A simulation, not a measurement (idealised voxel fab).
Process module name: voxel gate over fins
For reference, the cross-section in this document is cut, with width 215 nm and square cells of 5 nm.
A cross-section is a grid of square cells, given in bands from the top down. A band is one or more rows of cells. What a band's entry tells you: where the top is and where the bottom is, as heights in nm, and after that what lies inside, material by material from left to right, each with its width in nm. Empty space is written as the word "air", and a single material marked with the word "everywhere" occupies the band from edge to edge. Beneath 0, the wafer as received is one material, and that level is where height counting begins. The lowest band goes on downward without a bottom; it is written like "0 -> down". Width: "30 to 40" (first number = top row, second number = bottom row, same change from row to row of cells). Given "nothing changed" for a step, no cell of the cross-section differs between before and after that step. "Sealed void list": empty spaces of 8 cells or more with no open way to the top, each given as width x height at distance, distance from the left edge, all in nm. What comes after the settings on a step's line is commentary from the simulator itself on that step. The "overlay nm" setting may appear on a step's line; for a step that uses a mask, it gives how far to the right of its planned position the mask lay, and a negative value indicates the left.

Listed below are the process steps as planned:
step 1: RECEIVE,material Si
step 2: CONFORMAL_DEP,material SiN,thk nm 10
step 3: DIRECTIONAL_DEP,material aC,thk nm 10
step 4: PATTERN,tone cover,mask id FINS,material resist,width nm 15,pitch nm 35,thk nm 30,overlay nm 0
step 5: DIRECTIONAL_ETCH,etch materials aC,depth nm 10
step 6: STRIP,etch materials resist
step 7: DIRECTIONAL_ETCH,etch materials SiN,depth nm 10
step 8: DIRECTIONAL_ETCH,etch materials Si,depth nm 35
step 9: STRIP,etch materials aC
step 10: FILL_DEP,material SiO2,thk nm 15
step 11: CMP,height nm 10
step 12: SELECTIVE_ETCH,etch materials SiO2,depth nm 20
step 13: STRIP,etch materials SiN
step 14: CONFORMAL_DEP,material HfO2,thk nm 5
step 15: CONFORMAL_DEP,material TiN,thk nm 5
step 16: CONFORMAL_DEP,material TiAl,thk nm 5
step 17: CONFORMAL_DEP,material TiN,thk nm 5
step 18: FILL_DEP,material W,thk nm 10
step 19: CMP,height nm 25
step 20: CONFORMAL_DEP,material SiN,thk nm 10

So this is the incoming wafer in cross-section - it's already been through step 1:
0 -> down | Si everywhere
Sealed void list: none

What the wafer looks like in cross-section after this module, when it starts as shown above and follows the plan above but one mistake is made in running it:
35 -> 25 | SiN everywhere
25 -> 20 | W everywhere
20 -> 15 | TiN everywhere
15 -> 10 | TiAl everywhere
10 -> 5 | TiN everywhere
5 -> 0 | HfO2 (85), TiN (5), HfO2 (30), TiN (5), HfO2 (90)
0 -> -5 | Si (80), HfO2 (5), TiN (5), HfO2 (5), Si (20), HfO2 (5), TiN (5), HfO2 (5), Si (85)
-5 -> -10 | Si (80), HfO2 (15), Si (20), HfO2 (15), Si (85)
-10 -> -35 | Si (80), SiO2 (15), Si (20), SiO2 (15), Si (85)
-35 -> down | Si everywhere
Sealed void list: none
Heads up, the wafer didn't run the way we planned it: step 4 ran with different settings than intended, the actual operation and settings being PATTERN,tone open,mask id FINS,material resist,width nm 15,pitch nm 35,thk nm 30,overlay nm 0
